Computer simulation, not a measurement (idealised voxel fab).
Process module under the name voxel double patterning
Section cut is 275 nm wide and gridded with 5 nm square cells.
Cross-section format: a grid of square cells, given as bands from top to bottom; each band is one or more rows of cells. Each band's line starts with the height of the band's top and of its bottom, in nm. Then come its materials from left to right, each with its width in nm. One material with "all across" fills the band from edge to edge. "empty" is empty space. Basically, 0 is our baseline, since under it the wafer straight out of the box is all one material. The bottom band has no lower end and keeps on going down, so it looks like "from 0 down". A two-number width, for instance "30 to 40", indicates that the width is equal to the first number in the top row of the band and to the second number in the bottom row, and that it changes by a constant amount per row of cells. Basically "no change" means that step didn't change any cell in the cross-section. What "Voids lacking openings" gives you is every empty space of 8 cells or more that is cut off from the top. Each appears as width x height at distance, with the distance taken from the left edge and width, height and distance all in nm. after a step's settings: what the simulator itself notes on the step. You can add "overlay nm" to a step's line. For a step with a mask, it describes how far the mask lay to the right of its planned position, and a negative number describes a lay to the left.
[The following list gives the planned process steps]
1: RECEIVE | material Si
2: CONFORMAL_DEP | material SiO2 | thk nm 10
3: DIRECTIONAL_DEP | material polySi | thk nm 15
4: DIRECTIONAL_DEP | material SiCN | thk nm 5
5: MASKED_ETCH | tone open | mask id FIRST | width nm 15 | pitch nm 50 | etch materials SiCN | depth nm 5 | overlay nm 0
6: DIRECTIONAL_DEP | material aC | thk nm 10
7: PATTERN | tone open | mask id SECOND | material resist | width nm 15 | pitch nm 50 | thk nm 25 | overlay nm -15
8: DIRECTIONAL_ETCH | etch materials aC | depth nm 10
9: STRIP | etch materials resist
10: DIRECTIONAL_ETCH | etch materials SiCN | depth nm 5
11: STRIP | etch materials aC
12: DIRECTIONAL_ETCH | etch materials polySi | depth nm 15
13: STRIP | etch materials SiCN
For this document, wafers share an identical start and vary in the step 7 overlay nm; the plan quotes the first wafer's value.
[This is how the first of several wafers looked in cross-section when it arrived, which is after step 1]
- from 0 down  Si all across
- Voids lacking openings: none
[For your reference, the table is organized with a row per wafer; each row reflects the wafer at the end of the module, indicating for each material the cells gained (+) or lost (-) since receipt, and thereafter its closed voids]
overlay nm -15 | +110 SiO2 | +126 polySi | Voids lacking openings: none
overlay nm -10 | +110 SiO2 | +120 polySi | Voids lacking openings: none
overlay nm -5 | +110 SiO2 | +120 polySi | Voids lacking openings: none
overlay nm 0 | +110 SiO2 | +120 polySi | Voids lacking openings: none
overlay nm 5 | +110 SiO2 | +120 polySi | Voids lacking openings: none
overlay nm 10 | +110 SiO2 | +120 polySi | Voids lacking openings: none
overlay nm 15 | +110 SiO2 | +126 polySi | Voids lacking openings: none
